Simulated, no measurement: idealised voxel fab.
The process module that follows is named voxel ribs on slabs.
This is section cut - it's 290 nm across, gridded in 5 nm square cells.
In this document a cross-section is written as a grid of square cells. It is given as a series of bands, listed from the top down, and a band is one or more rows of cells.
Quick guide to a band line: top height, bottom height (nm) up front; then every material left to right with its width in nm. Only one material and it's marked "throughout"? Then it fills the band edge to edge. And "empty" just means empty space.
Heights from 0 (as-received wafer is one material below). Bottom band endless downward, as "from 0 down".
Note: "30 to 40" means the width goes from the first number (top row of the band) to the second number (bottom row) in equal steps per row of cells.
The designation "stayed the same", where it is given for a processing step, indicates that no cell of the cross-section was altered in the course of that step.
"closed voids" enumerates empty spaces isolated from the top, with no open way to it, that contain at least 8 cells, giving each as width x height at distance from the left edge, all three in nm.
Past the settings on a step's line: simulator remark, on that step.
"overlay nm" on a masked step: distance the mask lay right of its planned place, negative for left.
-- So here's the lineup of process steps we planned
step 1: RECEIVE with material Si
step 2: DIRECTIONAL_DEP with material SiO2, thk nm 30
step 3: DIRECTIONAL_DEP with material SiN, thk nm 15
step 4: MASKED_ETCH with tone cover, mask id RIB, width nm 25, etch materials SiN, depth nm 10, overlay nm 0
step 5: MASKED_ETCH with tone cover, mask id SLAB, width nm 65, etch materials SiN, depth nm 5, overlay nm 0
step 6: FILL_DEP with material SiO2, thk nm 15
step 7: CMP with height nm 55
step 8: DIRECTIONAL_DEP with material TiN, thk nm 10
step 9: DIRECTIONAL_DEP with material aC, thk nm 10
step 10: PATTERN with tone cover, mask id HEATER, material resist, width nm 35, thk nm 25, overlay nm 0
step 11: DIRECTIONAL_ETCH with etch materials aC, depth nm 10
step 12: STRIP with etch materials resist
step 13: DIRECTIONAL_ETCH with etch materials TiN, depth nm 10
step 14: STRIP with etch materials aC
step 15: CONFORMAL_DEP with material SiO2, thk nm 5
-- Received-state cross-section, reflecting completion of step 1
> from 0 down: Si throughout
> closed voids: none
-- The plan above was carried out on the starting structure above with one mistake, and this cross-section shows the wafer at the end of the module
> from 65 to 55: empty (125), then TiN (35), then empty (130)
> from 55 to 45: SiO2 throughout
> from 45 to 35: SiO2 (130), then SiN (25), then SiO2 (135)
> from 35 to 30: SiO2 (110), then SiN (65), then SiO2 (115)
> from 30 to 0: SiO2 throughout
> from 0 down: Si throughout
> closed voids: none
what went wrong: step 15 of the plan got skipped, so it never ran
